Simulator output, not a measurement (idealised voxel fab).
Presented below is a process module, voxel tone inversion.
255 nm wide, 5 nm square cells: that's cross-section cut.
Cross-section spec: square-cell grid; bands listed top down; each band is one or more rows. The entry gives the band's vertical extent as a top height and a bottom height in nm, then its horizontal make-up as materials from left to right, each with a width in nm. "blank" stands for empty space; a single material marked "all across" fills the band edge to edge. We count height from 0. Below that, the starting wafer is all one material. The lowest band never ends at the bottom but goes on down; see "z 0 and below" for how that is written. Width spec "30 to 40" -> top row of cells at first value, bottom row at second value, equal per-row change in between. Where the words "no modification" appear for a step, the cross-section shows no cell changed by that step; every cell remained as before. Each empty space that has no open way to the top and spans at least 8 cells appears under "Sealed cavities" as width x height at distance, the distance counted from the left edge, all in nm. Post-settings text on a step line: simulator's own remark regarding the step. "overlay nm" denotes, for a step that has a mask, the displacement of the mask to the right of its planned place, with negative values corresponding to the left.
### Intended process steps
- 1: RECEIVE,material Si
- 2: CONFORMAL_DEP,material SiN,thk nm 5
- 3: DIRECTIONAL_DEP,material polySi,thk nm 20
- 4: PATTERN,tone cover,mask id POSTS,material resist,width nm 20,pitch nm 40,thk nm 30,overlay nm 0
- 5: DIRECTIONAL_ETCH,etch materials polySi,depth nm 20
- 6: STRIP,etch materials resist
- 7: FILL_DEP,material lowk,thk nm 5
- 8: CMP,height nm 25
- 9: STRIP,etch materials polySi
- 10: CONFORMAL_DEP,material TiN,thk nm 5
- 11: FILL_DEP,material Cu,thk nm 5
- 12: CMP,height nm 25
- 13: CONFORMAL_DEP,material SiN,thk nm 5
### Step 1 complete: cross-section of the wafer as received
    z 0 and below = Si all across
    Sealed cavities: none
### Starting wafer: above. Plan: above. Run: one mistake. Cross-section after the module: below
    z 30 to 25 = SiN all across
    z 25 to 10 = lowk (55) | TiN (5) | Cu (15) | TiN (5) | lowk (15) | TiN (5) | Cu (15) | TiN (5) | lowk (15) | TiN (5) | Cu (15) | TiN (5) | lowk (15) | TiN (5) | Cu (15) | TiN (5) | lowk (55)
    z 10 to 5 = lowk (55) | TiN (25) | lowk (15) | TiN (25) | lowk (15) | TiN (25) | lowk (15) | TiN (25) | lowk (55)
    z 5 to 0 = SiN all across
    z 0 and below = Si all across
    Sealed cavities: none
What broke from the plan during processing? not per plan at step 4, really ran PATTERN,tone cover,mask id POSTS,material resist,width nm 25,pitch nm 40,thk nm 30,overlay nm 0
